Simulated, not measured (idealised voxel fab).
Process module in this document: voxel self aligned contacts
For reference, the cross-section in this document is cut, with width 235 nm and square cells of 5 nm.
Heads up, the way a cross-section reads in here is a grid of square cells, handed over as bands from the top down, with every band being one or more rows of cells. The band entry comprises the height of the band's top followed by the height of its bottom, expressed in nm, and subsequently the band's materials from left to right, each stated together with its width in nm. Where a single material is marked with the word "throughout", that material fills the band from edge to edge. The word "air" represents empty space. Convention: height 0 is the level below which the wafer, as received, is all one material. The lowest band does not terminate at the bottom but continues downward, represented as "from 0 down". You'd read "30..40" like this: the band's top row of cells is as wide as the first number, its bottom row is as wide as the second, and going down, every row changes width by the same amount as the row before did. The cross-section has no changed cell in any step marked "remains unaltered". "Sealed void inventory" contains a list of empty spaces, each no smaller than 8 cells and without an open way to the top, written in the form width x height at distance with the distance from the left edge and all three in nm. On a step's line, text after the settings is the simulator commenting on that step. Steps that use a mask can have "overlay nm" on their line. It says how far the mask sat to the right of where it was meant to be. Negative means to the left.
### Planned step list for the process
| 1 | op RECEIVE | material Si |
| 2 | op CONFORMAL_DEP | material SiO2 | thk nm 5 |
| 3 | op DIRECTIONAL_DEP | material polySi | thk nm 30 |
| 4 | op DIRECTIONAL_DEP | material SiN | thk nm 20 |
| 5 | op DIRECTIONAL_DEP | material aC | thk nm 10 |
| 6 | op PATTERN | tone cover | mask id GATE | material resist | width nm 30 | pitch nm 65 | thk nm 25 | overlay nm 0 |
| 7 | op DIRECTIONAL_ETCH | etch materials aC | depth nm 10 |
| 8 | op STRIP | etch materials resist |
| 9 | op DIRECTIONAL_ETCH | etch materials SiN | depth nm 20 |
| 10 | op DIRECTIONAL_ETCH | etch materials polySi | depth nm 30 |
| 11 | op STRIP | etch materials aC |
| 12 | op CONFORMAL_DEP | material SiN | thk nm 10 |
| 13 | op DIRECTIONAL_ETCH | etch materials SiN | depth nm 10 |
| 14 | op FILL_DEP | material SiO2 | thk nm 15 |
| 15 | op CMP | height nm 65 |
| 16 | op PATTERN | tone open | mask id CONTACT | material resist | width nm 45 | thk nm 20 | overlay nm 0 |
| 17 | op DIRECTIONAL_ETCH | etch materials SiO2 | depth nm 65 |
| 18 | op STRIP | etch materials resist |
| 19 | op CONFORMAL_DEP | material TiN | thk nm 5 |
| 20 | op FILL_DEP | material Ru | thk nm 5 |
| 21 | op CMP | height nm 65 |
| 22 | op CONFORMAL_DEP | material SiN | thk nm 5 |
### Below: the first of two wafers, run as planned
### Incoming wafer, cross-sectional view, post step 1
    from 0 down  Si throughout
    Sealed void inventory: none
### The following cross-section depicts the wafer upon completion of step 2
    from 5 to 0  SiO2 throughout
    Everything below 0 is unchanged.
### The following cross-section depicts the wafer upon completion of step 3
    from 35 to 5  polySi throughout
    Everything below 5 is unchanged.
### The following cross-section depicts the wafer upon completion of step 4
    from 55 to 35  SiN throughout
    Everything below 35 is unchanged.
### The following cross-section depicts the wafer upon completion of step 5
    from 65 to 55  aC throughout
    Everything below 55 is unchanged.
### The following cross-section depicts the wafer upon completion of step 6
    from 90 to 65  air: 70 | resist: 30 | air: 35 | resist: 30 | air: 70
    Everything below 65 is unchanged.
### The following cross-section depicts the wafer upon completion of step 7
    from 80 to 65  air: 70 | resist: 30 | air: 35 | resist: 30 | air: 70
    from 65 to 55  air: 70 | aC: 30 | air: 35 | aC: 30 | air: 70
    Everything below 55 is unchanged.
### The following cross-section depicts the wafer upon completion of step 8
    from 65 to 55  air: 70 | aC: 30 | air: 35 | aC: 30 | air: 70
    Everything below 55 is unchanged.
### The following cross-section depicts the wafer upon completion of step 9
    from 65 to 55  air: 70 | aC: 30 | air: 35 | aC: 30 | air: 70
    from 55 to 35  air: 70 | SiN: 30 | air: 35 | SiN: 30 | air: 70
    Everything below 35 is unchanged.
### The following cross-section depicts the wafer upon completion of step 10
    from 65 to 55  air: 70 | aC: 30 | air: 35 | aC: 30 | air: 70
    from 55 to 35  air: 70 | SiN: 30 | air: 35 | SiN: 30 | air: 70
    from 35 to 5  air: 70 | polySi: 30 | air: 35 | polySi: 30 | air: 70
    Everything below 5 is unchanged.
### The following cross-section depicts the wafer upon completion of step 11
    from 55 to 35  air: 70 | SiN: 30 | air: 35 | SiN: 30 | air: 70
    Everything below 35 is unchanged.
### The following cross-section depicts the wafer upon completion of step 12
    from 65 to 35  air: 60 | SiN: 50 | air: 15 | SiN: 50 | air: 60
    from 35 to 15  air: 60 | SiN: 10 | polySi: 30 | SiN: 10 | air: 15 | SiN: 10 | polySi: 30 | SiN: 10 | air: 60
    from 15 to 5  SiN: 70 | polySi: 30 | SiN: 35 | polySi: 30 | SiN: 70
    Everything below 5 is unchanged.
### The following cross-section depicts the wafer upon completion of step 13
    from 55 to 35  air: 60 | SiN: 50 | air: 15 | SiN: 50 | air: 60
    from 35 to 5  air: 60 | SiN: 10 | polySi: 30 | SiN: 10 | air: 15 | SiN: 10 | polySi: 30 | SiN: 10 | air: 60
    Everything below 5 is unchanged.
### The following cross-section depicts the wafer upon completion of step 14
    from 70 to 55  SiO2 throughout
    from 55 to 35  SiO2: 60 | SiN: 50 | SiO2: 15 | SiN: 50 | SiO2: 60
    from 35 to 5  SiO2: 60 | SiN: 10 | polySi: 30 | SiN: 10 | SiO2: 15 | SiN: 10 | polySi: 30 | SiN: 10 | SiO2: 60
    Everything below 5 is unchanged.
### The following cross-section depicts the wafer upon completion of step 15
    from 65 to 55  SiO2 throughout
    Everything below 55 is unchanged.
### The following cross-section depicts the wafer upon completion of step 16
    from 85 to 65  resist: 95 | air: 45 | resist: 95
    Everything below 65 is unchanged.
### The following cross-section depicts the wafer upon completion of step 17
    from 85 to 65  resist: 95 | air: 45 | resist: 95
    from 65 to 55  SiO2: 95 | air: 45 | SiO2: 95
    from 55 to 35  SiO2: 60 | SiN: 50 | air: 15 | SiN: 50 | SiO2: 60
    from 35 to 5  SiO2: 60 | SiN: 10 | polySi: 30 | SiN: 10 | air: 15 | SiN: 10 | polySi: 30 | SiN: 10 | SiO2: 60
    from 5 to 0  SiO2: 110 | air: 15 | SiO2: 110
    Everything below 0 is unchanged.
### The following cross-section depicts the wafer upon completion of step 18
    from 65 to 55  SiO2: 95 | air: 45 | SiO2: 95
    Everything below 55 is unchanged.
### The following cross-section depicts the wafer upon completion of step 19
    from 70 to 65  TiN: 100 | air: 35 | TiN: 100
    from 65 to 55  SiO2: 95 | TiN: 5..20 | air: 35..5 | TiN: 5..20 | SiO2: 95
    from 55 to 35  SiO2: 60 | SiN: 50 | TiN: 5 | air: 5 | TiN: 5 | SiN: 50 | SiO2: 60
    from 35 to 5  SiO2: 60 | SiN: 10 | polySi: 30 | SiN: 10 | TiN: 5 | air: 5 | TiN: 5 | SiN: 10 | polySi: 30 | SiN: 10 | SiO2: 60
    from 5 to 0  SiO2: 110 | TiN: 15 | SiO2: 110
    Everything below 0 is unchanged.
### The following cross-section depicts the wafer upon completion of step 20
    from 75 to 70  Ru throughout
    from 70 to 65  TiN: 100 | Ru: 35 | TiN: 100
    from 65 to 55  SiO2: 95 | TiN: 5..20 | Ru: 35..5 | TiN: 5..20 | SiO2: 95
    from 55 to 35  SiO2: 60 | SiN: 50 | TiN: 5 | Ru: 5 | TiN: 5 | SiN: 50 | SiO2: 60
    from 35 to 5  SiO2: 60 | SiN: 10 | polySi: 30 | SiN: 10 | TiN: 5 | Ru: 5 | TiN: 5 | SiN: 10 | polySi: 30 | SiN: 10 | SiO2: 60
    Everything below 5 is unchanged.
### The following cross-section depicts the wafer upon completion of step 21
    from 65 to 55  SiO2: 95 | TiN: 5..20 | Ru: 35..5 | TiN: 5..20 | SiO2: 95
    Everything below 55 is unchanged.
### The following cross-section depicts the wafer upon completion of step 22
    from 70 to 65  SiN throughout
    Everything below 65 is unchanged.
### The second wafer: identical to the first at the outset and in its planned sequence, differing only in that one mistake was made during processing; up to and including step 1, its path is the first wafer's path
Cross-sectional representation of the second wafer at the time designated in the plan for the completion of step 2: remains unaltered
### Cross-sectional representation of the second wafer at the time designated in the plan for the completion of step 3
    from 30 to 0  polySi throughout
    Everything below 0 is unchanged.
### Cross-sectional representation of the second wafer at the time designated in the plan for the completion of step 4
    from 50 to 30  SiN throughout
    Everything below 30 is unchanged.
### Cross-sectional representation of the second wafer at the time designated in the plan for the completion of step 5
    from 60 to 50  aC throughout
    Everything below 50 is unchanged.
### Cross-sectional representation of the second wafer at the time designated in the plan for the completion of step 6
    from 85 to 60  air: 70 | resist: 30 | air: 35 | resist: 30 | air: 70
    Everything below 60 is unchanged.
### Cross-sectional representation of the second wafer at the time designated in the plan for the completion of step 7
    from 75 to 60  air: 70 | resist: 30 | air: 35 | resist: 30 | air: 70
    from 60 to 50  air: 70 | aC: 30 | air: 35 | aC: 30 | air: 70
    Everything below 50 is unchanged.
### Cross-sectional representation of the second wafer at the time designated in the plan for the completion of step 8
    from 60 to 50  air: 70 | aC: 30 | air: 35 | aC: 30 | air: 70
    Everything below 50 is unchanged.
### Cross-sectional representation of the second wafer at the time designated in the plan for the completion of step 9
    from 60 to 50  air: 70 | aC: 30 | air: 35 | aC: 30 | air: 70
    from 50 to 30  air: 70 | SiN: 30 | air: 35 | SiN: 30 | air: 70
    Everything below 30 is unchanged.
### Cross-sectional representation of the second wafer at the time designated in the plan for the completion of step 10
    from 60 to 50  air: 70 | aC: 30 | air: 35 | aC: 30 | air: 70
    from 50 to 30  air: 70 | SiN: 30 | air: 35 | SiN: 30 | air: 70
    from 30 to 0  air: 70 | polySi: 30 | air: 35 | polySi: 30 | air: 70
    Everything below 0 is unchanged.
### Cross-sectional representation of the second wafer at the time designated in the plan for the completion of step 11
    from 50 to 30  air: 70 | SiN: 30 | air: 35 | SiN: 30 | air: 70
    Everything below 30 is unchanged.
### Cross-sectional representation of the second wafer at the time designated in the plan for the completion of step 12
    from 60 to 30  air: 60 | SiN: 50 | air: 15 | SiN: 50 | air: 60
    from 30 to 10  air: 60 | SiN: 10 | polySi: 30 | SiN: 10 | air: 15 | SiN: 10 | polySi: 30 | SiN: 10 | air: 60
    from 10 to 0  SiN: 70 | polySi: 30 | SiN: 35 | polySi: 30 | SiN: 70
    Everything below 0 is unchanged.
### Cross-sectional representation of the second wafer at the time designated in the plan for the completion of step 13
    from 50 to 30  air: 60 | SiN: 50 | air: 15 | SiN: 50 | air: 60
    from 30 to 0  air: 60 | SiN: 10 | polySi: 30 | SiN: 10 | air: 15 | SiN: 10 | polySi: 30 | SiN: 10 | air: 60
    Everything below 0 is unchanged.
### Cross-sectional representation of the second wafer at the time designated in the plan for the completion of step 14
    from 65 to 50  SiO2 throughout
    from 50 to 30  SiO2: 60 | SiN: 50 | SiO2: 15 | SiN: 50 | SiO2: 60
    from 30 to 0  SiO2: 60 | SiN: 10 | polySi: 30 | SiN: 10 | SiO2: 15 | SiN: 10 | polySi: 30 | SiN: 10 | SiO2: 60
    Everything below 0 is unchanged.
Cross-sectional representation of the second wafer at the time designated in the plan for the completion of step 15: remains unaltered
### Cross-sectional representation of the second wafer at the time designated in the plan for the completion of step 16
    from 85 to 65  resist: 95 | air: 45 | resist: 95
    Everything below 65 is unchanged.
### Cross-sectional representation of the second wafer at the time designated in the plan for the completion of step 17
    from 85 to 65  resist: 95 | air: 45 | resist: 95
    from 65 to 50  SiO2: 95 | air: 45 | SiO2: 95
    from 50 to 30  SiO2: 60 | SiN: 50 | air: 15 | SiN: 50 | SiO2: 60
    from 30 to 0  SiO2: 60 | SiN: 10 | polySi: 30 | SiN: 10 | air: 15 | SiN: 10 | polySi: 30 | SiN: 10 | SiO2: 60
    Everything below 0 is unchanged.
### Cross-sectional representation of the second wafer at the time designated in the plan for the completion of step 18
    from 65 to 50  SiO2: 95 | air: 45 | SiO2: 95
    Everything below 50 is unchanged.
### Cross-sectional representation of the second wafer at the time designated in the plan for the completion of step 19
    from 70 to 65  TiN: 100 | air: 35 | TiN: 100
    from 65 to 55  SiO2: 95 | TiN: 5 | air: 35 | TiN: 5 | SiO2: 95
    from 55 to 50  SiO2: 95 | TiN: 20 | air: 5 | TiN: 20 | SiO2: 95
    from 50 to 30  SiO2: 60 | SiN: 50 | TiN: 5 | air: 5 | TiN: 5 | SiN: 50 | SiO2: 60
    from 30 to 5  SiO2: 60 | SiN: 10 | polySi: 30 | SiN: 10 | TiN: 5 | air: 5 | TiN: 5 | SiN: 10 | polySi: 30 | SiN: 10 | SiO2: 60
    from 5 to 0  SiO2: 60 | SiN: 10 | polySi: 30 | SiN: 10 | TiN: 15 | SiN: 10 | polySi: 30 | SiN: 10 | SiO2: 60
    Everything below 0 is unchanged.
### Cross-sectional representation of the second wafer at the time designated in the plan for the completion of step 20
    from 75 to 70  Ru throughout
    from 70 to 65  TiN: 100 | Ru: 35 | TiN: 100
    from 65 to 55  SiO2: 95 | TiN: 5 | Ru: 35 | TiN: 5 | SiO2: 95
    from 55 to 50  SiO2: 95 | TiN: 20 | Ru: 5 | TiN: 20 | SiO2: 95
    from 50 to 30  SiO2: 60 | SiN: 50 | TiN: 5 | Ru: 5 | TiN: 5 | SiN: 50 | SiO2: 60
    from 30 to 5  SiO2: 60 | SiN: 10 | polySi: 30 | SiN: 10 | TiN: 5 | Ru: 5 | TiN: 5 | SiN: 10 | polySi: 30 | SiN: 10 | SiO2: 60
    Everything below 5 is unchanged.
### Cross-sectional representation of the second wafer at the time designated in the plan for the completion of step 21
    from 65 to 55  SiO2: 95 | TiN: 5 | Ru: 35 | TiN: 5 | SiO2: 95
    Everything below 55 is unchanged.
### Cross-sectional representation of the second wafer at the time designated in the plan for the completion of step 22
    from 70 to 65  SiN throughout
    Everything below 65 is unchanged.
Run error: no execution of plan step 2; skipped
The second wafer ends with more or fewer cells of some materials than the first, per final count: Ru: 6 more | SiO2: 6 fewer
